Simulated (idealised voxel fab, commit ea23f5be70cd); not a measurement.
The process module presented herein is designated voxel ribs on slabs.
FYI the section here is cut, 185 nm wide, cells are 5 nm squares.
Cross-section format: a grid of square cells, given as bands from top to bottom; each band is one or more rows of cells. Look at the band entry: it leads with the top's height and the bottom's height in nm. Then it lists the materials left to right, with a width in nm for each. The word "throughout" on a single material says that material fills the band edge to edge. The word "blank" is empty space. Zero point of the height axis is 0; under it, received wafer = one material. Lowest band: continues down indefinitely, "from 0 down". The notation "30->40" denotes a width that varies across the rows of cells in the band, beginning at the first number in the top row, finishing at the second number in the bottom row, and changing by an identical amount from each row to the next. It should be understood that the words "nothing altered", when stated for a given step, signify that the cross-section underwent no change in any of its cells during that step. Entry "Closed void table". Content: empty spaces with no open connection to the top, size 8 cells or greater. Each: width x height at distance. Distance: from left edge. Unit: nm. Text after the settings on a step's line: the simulator's own remark on that step. Among the settings permitted on a step's line is "overlay nm"; applied to a step with a mask, it specifies the extent to which the mask lay to the right of its planned position, whereas a negative figure signifies a position to the left.

**These are the steps we planned for the process**
1,op RECEIVE | material Si
2,op DIRECTIONAL_DEP | material SiO2 | thk nm 20
3,op DIRECTIONAL_DEP | material SiN | thk nm 15
4,op PATTERN | tone cover | mask id RIB | material resist | width nm 15 | thk nm 20 | overlay nm 0
5,op DIRECTIONAL_ETCH | etch materials SiN | depth nm 5
6,op STRIP | etch materials resist
7,op DIRECTIONAL_DEP | material aC | thk nm 10
8,op PATTERN | tone cover | mask id SLAB | material resist | width nm 65 | thk nm 30 | overlay nm 0
9,op DIRECTIONAL_ETCH | etch materials aC | depth nm 10
10,op STRIP | etch materials resist
11,op DIRECTIONAL_ETCH | etch materials SiN | depth nm 10
12,op STRIP | etch materials aC
13,op FILL_DEP | material SiO2 | thk nm 20
14,op CMP | height nm 50
15,op DIRECTIONAL_DEP | material TiN | thk nm 5
16,op DIRECTIONAL_DEP | material aC | thk nm 15
17,op PATTERN | tone cover | mask id HEATER | material resist | width nm 25 | thk nm 30 | overlay nm 0
18,op DIRECTIONAL_ETCH | etch materials aC | depth nm 15
19,op STRIP | etch materials resist
20,op DIRECTIONAL_ETCH | etch materials TiN | depth nm 5
21,op STRIP | etch materials aC
22,op CONFORMAL_DEP | material SiO2 | thk nm 5

**The first wafer of two, processed as planned**

**Wafer at receipt (post step 1), cross-section**
  from 0 down: Si throughout
  Closed void table: none

**After step 2: wafer cross-section**
  from 20 to 0: SiO2 throughout
  For the remainder of the cross-section, below 0, there is no change.

**After step 3: wafer cross-section**
  from 35 to 20: SiN throughout
  For the remainder of the cross-section, below 20, there is no change.

**After step 4: wafer cross-section**
  from 55 to 35: blank=85 / resist=15 / blank=85
  For the remainder of the cross-section, below 35, there is no change.

**After step 5: wafer cross-section**
  from 55 to 35: blank=85 / resist=15 / blank=85
  from 35 to 30: blank=85 / SiN=15 / blank=85
  For the remainder of the cross-section, below 30, there is no change.

**After step 6: wafer cross-section**
  from 35 to 30: blank=85 / SiN=15 / blank=85
  For the remainder of the cross-section, below 30, there is no change.

**After step 7: wafer cross-section**
  from 45 to 40: blank=85 / aC=15 / blank=85
  from 40 to 35: aC throughout
  from 35 to 30: aC=85 / SiN=15 / aC=85
  For the remainder of the cross-section, below 30, there is no change.

**After step 8: wafer cross-section**
  from 75 to 45: blank=60 / resist=65 / blank=60
  from 45 to 40: blank=60 / resist=25 / aC=15 / resist=25 / blank=60
  For the remainder of the cross-section, below 40, there is no change.

**After step 9: wafer cross-section**
  from 65 to 45: blank=60 / resist=65 / blank=60
  from 45 to 40: blank=60 / resist=25 / aC=15 / resist=25 / blank=60
  from 40 to 35: blank=60 / aC=65 / blank=60
  from 35 to 30: blank=60 / aC=25 / SiN=15 / aC=25 / blank=60
  For the remainder of the cross-section, below 30, there is no change.

**After step 10: wafer cross-section**
  from 45 to 35: blank=85->60 / aC=15->65 / blank=85->60
  For the remainder of the cross-section, below 35, there is no change.

**After step 11: wafer cross-section**
  from 45 to 35: blank=85->60 / aC=15->65 / blank=85->60
  from 35 to 30: blank=60 / aC=25 / SiN=15 / aC=25 / blank=60
  from 30 to 20: blank=60 / SiN=65 / blank=60
  For the remainder of the cross-section, below 20, there is no change.

**After step 12: wafer cross-section**
  from 35 to 30: blank=85 / SiN=15 / blank=85
  For the remainder of the cross-section, below 30, there is no change.

**After step 13: wafer cross-section**
  from 55 to 35: SiO2 throughout
  from 35 to 30: SiO2=85 / SiN=15 / SiO2=85
  from 30 to 20: SiO2=60 / SiN=65 / SiO2=60
  For the remainder of the cross-section, below 20, there is no change.

**After step 14: wafer cross-section**
  from 50 to 35: SiO2 throughout
  For the remainder of the cross-section, below 35, there is no change.

**After step 15: wafer cross-section**
  from 55 to 50: TiN throughout
  For the remainder of the cross-section, below 50, there is no change.

**After step 16: wafer cross-section**
  from 70 to 55: aC throughout
  For the remainder of the cross-section, below 55, there is no change.

**After step 17: wafer cross-section**
  from 100 to 70: blank=80 / resist=25 / blank=80
  For the remainder of the cross-section, below 70, there is no change.

**After step 18: wafer cross-section**
  from 85 to 70: blank=80 / resist=25 / blank=80
  from 70 to 55: blank=80 / aC=25 / blank=80
  For the remainder of the cross-section, below 55, there is no change.

**After step 19: wafer cross-section**
  from 70 to 55: blank=80 / aC=25 / blank=80
  For the remainder of the cross-section, below 55, there is no change.

**After step 20: wafer cross-section**
  from 70 to 55: blank=80 / aC=25 / blank=80
  from 55 to 50: blank=80 / TiN=25 / blank=80
  For the remainder of the cross-section, below 50, there is no change.

**After step 21: wafer cross-section**
  from 55 to 50: blank=80 / TiN=25 / blank=80
  For the remainder of the cross-section, below 50, there is no change.

**After step 22: wafer cross-section**
  from 60 to 55: blank=75 / SiO2=35 / blank=75
  from 55 to 50: SiO2=80 / TiN=25 / SiO2=80
  For the remainder of the cross-section, below 50, there is no change.

**Now the other wafer: same start, same recipe, but we messed up one thing when running it. Up to and including step 2 it's the same as the first one**

**What the second wafer looks like in cross-section when step 3 should have wrapped up**
  from 35 to 0: SiO2 throughout
  For the remainder of the cross-section, below 0, there is no change.

**What the second wafer looks like in cross-section when step 4 should have wrapped up**
  from 55 to 35: blank=85 / resist=15 / blank=85
  For the remainder of the cross-section, below 35, there is no change.

What the second wafer looks like in cross-section when step 5 should have wrapped up: nothing altered

**What the second wafer looks like in cross-section when step 6 should have wrapped up**
  from 35 to 0: SiO2 throughout
  For the remainder of the cross-section, below 0, there is no change.

**What the second wafer looks like in cross-section when step 7 should have wrapped up**
  from 45 to 35: aC throughout
  For the remainder of the cross-section, below 35, there is no change.

**What the second wafer looks like in cross-section when step 8 should have wrapped up**
  from 75 to 45: blank=60 / resist=65 / blank=60
  For the remainder of the cross-section, below 45, there is no change.

**What the second wafer looks like in cross-section when step 9 should have wrapped up**
  from 65 to 45: blank=60 / resist=65 / blank=60
  from 45 to 35: blank=60 / aC=65 / blank=60
  For the remainder of the cross-section, below 35, there is no change.

**What the second wafer looks like in cross-section when step 10 should have wrapped up**
  from 45 to 35: blank=60 / aC=65 / blank=60
  For the remainder of the cross-section, below 35, there is no change.

What the second wafer looks like in cross-section when step 11 should have wrapped up: nothing altered

**What the second wafer looks like in cross-section when step 12 should have wrapped up**
  from 35 to 0: SiO2 throughout
  For the remainder of the cross-section, below 0, there is no change.

**What the second wafer looks like in cross-section when step 13 should have wrapped up**
  from 55 to 0: SiO2 throughout
  For the remainder of the cross-section, below 0, there is no change.

**What the second wafer looks like in cross-section when step 14 should have wrapped up**
  from 50 to 0: SiO2 throughout
  For the remainder of the cross-section, below 0, there is no change.

**What the second wafer looks like in cross-section when step 15 should have wrapped up**
  from 55 to 50: TiN throughout
  For the remainder of the cross-section, below 50, there is no change.

**What the second wafer looks like in cross-section when step 16 should have wrapped up**
  from 70 to 55: aC throughout
  For the remainder of the cross-section, below 55, there is no change.

**What the second wafer looks like in cross-section when step 17 should have wrapped up**
  from 100 to 70: blank=80 / resist=25 / blank=80
  For the remainder of the cross-section, below 70, there is no change.

**What the second wafer looks like in cross-section when step 18 should have wrapped up**
  from 85 to 70: blank=80 / resist=25 / blank=80
  from 70 to 55: blank=80 / aC=25 / blank=80
  For the remainder of the cross-section, below 55, there is no change.

**What the second wafer looks like in cross-section when step 19 should have wrapped up**
  from 70 to 55: blank=80 / aC=25 / blank=80
  For the remainder of the cross-section, below 55, there is no change.

**What the second wafer looks like in cross-section when step 20 should have wrapped up**
  from 70 to 55: blank=80 / aC=25 / blank=80
  from 55 to 50: blank=80 / TiN=25 / blank=80
  For the remainder of the cross-section, below 50, there is no change.

**What the second wafer looks like in cross-section when step 21 should have wrapped up**
  from 55 to 50: blank=80 / TiN=25 / blank=80
  For the remainder of the cross-section, below 50, there is no change.

**What the second wafer looks like in cross-section when step 22 should have wrapped up**
  from 60 to 55: blank=75 / SiO2=35 / blank=75
  from 55 to 50: SiO2=80 / TiN=25 / SiO2=80
  For the remainder of the cross-section, below 50, there is no change.
Nonconformance to the process plan: step 3 was processed under conditions differing from the plan, specifically as op DIRECTIONAL_DEP | material SiO2 | thk nm 15
FYI, end of process, the second wafer has more or fewer cells of some materials than the first: -29 SiN | +29 SiO2
